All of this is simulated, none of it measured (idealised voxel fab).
This is a process module. Its name is voxel wiring stack.
270 nm wide, 5 nm square cells: that's cross-section cut.
Just so we're on the same page, the cross-sections are grids of square cells, and they're listed out in bands top to bottom, each band one or more rows deep. Within each band entry, the heights of the top and of the bottom of the band appear first, in that order and in nm; the materials of the band then follow from left to right, each with its corresponding width in nm. The designation "throughout" on a single material indicates that it fills the band from edge to edge; the designation "blank" indicates empty space. For the purposes of this specification, 0 denotes the height below which the wafer in its as-received condition is composed wholly of one material, and the lowermost band, lacking a lower limit, extends downward without end, as expressed in "from 0 down". Read "30 to 40" as a graded width: first number on top, second number at the bottom, same change between each pair of neighbouring rows. Key: "no change occurred" - step with no changed cell in the cross-section. "Enclosed cavity list" contains a list of empty spaces, each no smaller than 8 cells and without an open way to the top, written in the form width x height at distance with the distance from the left edge and all three in nm. Anything after a step's settings on that line? It's the simulator's own note about the step. "overlay nm" on a masked step: distance the mask lay right of its planned place, negative for left.

**The steps planned for the process are as follows**
step 1: RECEIVE with material Si
step 2: CONFORMAL_DEP with material SiO2, thk nm 15
step 3: CONFORMAL_DEP with material SiN, thk nm 5
step 4: DIRECTIONAL_DEP with material lowk, thk nm 25
step 5: DIRECTIONAL_DEP with material aC, thk nm 15
step 6: PATTERN with tone open, mask id METAL_1, material resist, width nm 30, pitch nm 50, thk nm 30, overlay nm 0
step 7: DIRECTIONAL_ETCH with etch materials aC, depth nm 15
step 8: STRIP with etch materials resist
step 9: DIRECTIONAL_ETCH with etch materials lowk, depth nm 25
step 10: DIRECTIONAL_ETCH with etch materials SiN, depth nm 5
step 11: STRIP with etch materials aC
step 12: CONFORMAL_DEP with material TiN, thk nm 5
step 13: FILL_DEP with material Cu, thk nm 10
step 14: CMP with height nm 45
step 15: CONFORMAL_DEP with material SiCN, thk nm 5
step 16: DIRECTIONAL_DEP with material SiO2, thk nm 15
step 17: DIRECTIONAL_DEP with material aC, thk nm 15
step 18: PATTERN with tone open, mask id PLUG_1, material resist, width nm 15, pitch nm 50, thk nm 30, overlay nm 0
step 19: DIRECTIONAL_ETCH with etch materials aC, depth nm 15
step 20: STRIP with etch materials resist
step 21: DIRECTIONAL_ETCH with etch materials SiO2, depth nm 15
step 22: DIRECTIONAL_ETCH with etch materials SiCN, depth nm 5
step 23: STRIP with etch materials aC
step 24: CONFORMAL_DEP with material TiN, thk nm 5
step 25: FILL_DEP with material W, thk nm 5
step 26: CMP with height nm 65
step 27: DIRECTIONAL_DEP with material TiN, thk nm 5
step 28: DIRECTIONAL_DEP with material Ru, thk nm 20
step 29: MASKED_ETCH with tone cover, mask id METAL_2, width nm 30, pitch nm 50, etch materials Ru, depth nm 20, overlay nm 0
step 30: MASKED_ETCH with tone cover, mask id METAL_2, width nm 30, pitch nm 50, etch materials TiN, depth nm 5, overlay nm 0
step 31: FILL_DEP with material lowk, thk nm 10
step 32: CMP with height nm 90
step 33: CONFORMAL_DEP with material SiCN, thk nm 5
step 34: DIRECTIONAL_DEP with material SiO2, thk nm 15
step 35: DIRECTIONAL_DEP with material aC, thk nm 15
step 36: PATTERN with tone open, mask id PLUG_2, material resist, width nm 15, thk nm 30, overlay nm 0
step 37: DIRECTIONAL_ETCH with etch materials aC, depth nm 15
step 38: STRIP with etch materials resist
step 39: DIRECTIONAL_ETCH with etch materials SiO2, depth nm 15
step 40: DIRECTIONAL_ETCH with etch materials SiCN, depth nm 5
step 41: STRIP with etch materials aC
step 42: CONFORMAL_DEP with material TiN, thk nm 5
step 43: FILL_DEP with material W, thk nm 5
step 44: CMP with height nm 110
step 45: DIRECTIONAL_DEP with material TiN, thk nm 5
step 46: DIRECTIONAL_DEP with material Ru, thk nm 15
step 47: PATTERN with tone cover, mask id METAL_3, material resist, width nm 30, pitch nm 50, thk nm 15, overlay nm 0
step 48: DIRECTIONAL_ETCH with etch materials Ru, depth nm 15
step 49: DIRECTIONAL_ETCH with etch materials TiN, depth nm 5
step 50: STRIP with etch materials resist
step 51: CONFORMAL_DEP with material SiCN, thk nm 5
step 52: FILL_DEP with material lowk, thk nm 10
step 53: CMP with height nm 130
step 54: CONFORMAL_DEP with material SiCN, thk nm 5

**This is the cross-section of the wafer as we received it, i.e. after step 1**
- from 0 down = Si throughout
- Enclosed cavity list: none

**End-of-module cross-section of the first of two wafers, processed as planned**
- from 135 to 130 = SiCN throughout
- from 130 to 115 = lowk 90 nm / SiCN 5 nm / Ru 30 nm / SiCN 5 nm / lowk 10 nm / SiCN 5 nm / Ru 30 nm / SiCN 5 nm / lowk 90 nm
- from 115 to 110 = SiCN 95 nm / TiN 30 nm / SiCN 20 nm / TiN 30 nm / SiCN 95 nm
- from 110 to 95 = SiO2 95 nm / TiN 5 nm / W 5 nm / TiN 5 nm / SiO2 160 nm
- from 95 to 90 = SiCN 95 nm / TiN 15 nm / SiCN 160 nm
- from 90 to 70 = lowk 95 nm / Ru 30 nm / lowk 20 nm / Ru 30 nm / lowk 95 nm
- from 70 to 65 = lowk 95 nm / TiN 30 nm / lowk 20 nm / TiN 30 nm / lowk 95 nm
- from 65 to 50 = SiO2 95 nm / TiN 5 nm / W 5 nm / TiN 5 nm / SiO2 35 nm / TiN 5 nm / W 5 nm / TiN 5 nm / SiO2 110 nm
- from 50 to 45 = SiCN 95 nm / TiN 15 nm / SiCN 35 nm / TiN 15 nm / SiCN 110 nm
- from 45 to 20 = lowk 95 nm / TiN 5 nm / Cu 20 nm / TiN 5 nm / lowk 20 nm / TiN 5 nm / Cu 20 nm / TiN 5 nm / lowk 95 nm
- from 20 to 15 = SiN 95 nm / TiN 30 nm / SiN 20 nm / TiN 30 nm / SiN 95 nm
- from 15 to 0 = SiO2 throughout
- from 0 down = Si throughout
- Enclosed cavity list: none

**This cross-section belongs to the second wafer of two at the end of the module; the start and the plan were shared with the first, and the run included one mistake**
- from 135 to 130 = SiCN throughout
- from 130 to 115 = lowk 90 nm / SiCN 5 nm / Ru 30 nm / SiCN 5 nm / lowk 10 nm / SiCN 5 nm / Ru 30 nm / SiCN 5 nm / lowk 90 nm
- from 115 to 110 = SiCN 95 nm / TiN 30 nm / SiCN 20 nm / TiN 30 nm / SiCN 95 nm
- from 110 to 95 = SiO2 95 nm / TiN 5 nm / W 5 nm / TiN 5 nm / SiO2 160 nm
- from 95 to 90 = SiCN 95 nm / TiN 15 nm / SiCN 160 nm
- from 90 to 70 = lowk 95 nm / Ru 30 nm / lowk 20 nm / Ru 30 nm / lowk 95 nm
- from 70 to 65 = lowk 95 nm / TiN 30 nm / lowk 20 nm / TiN 30 nm / lowk 95 nm
- from 65 to 50 = SiO2 95 nm / TiN 5 nm / W 5 nm / TiN 5 nm / SiO2 35 nm / TiN 5 nm / W 5 nm / TiN 5 nm / SiO2 110 nm
- from 50 to 45 = SiCN 95 nm / TiN 15 nm / SiCN 35 nm / TiN 15 nm / SiCN 110 nm
- from 45 to 40 = SiN 95 nm / TiN 30 nm / SiN 20 nm / TiN 30 nm / SiN 95 nm
- from 40 to 15 = lowk throughout
- from 15 to 0 = SiO2 throughout
- from 0 down = Si throughout
- Enclosed cavity list: none
The mistake made against the process plan was this: sequence error: steps 3 and 4 interchanged
Looking at both finished wafers in cells, the second ends up ahead of or behind the first on some materials: -40 Cu | -20 TiN | +60 lowk
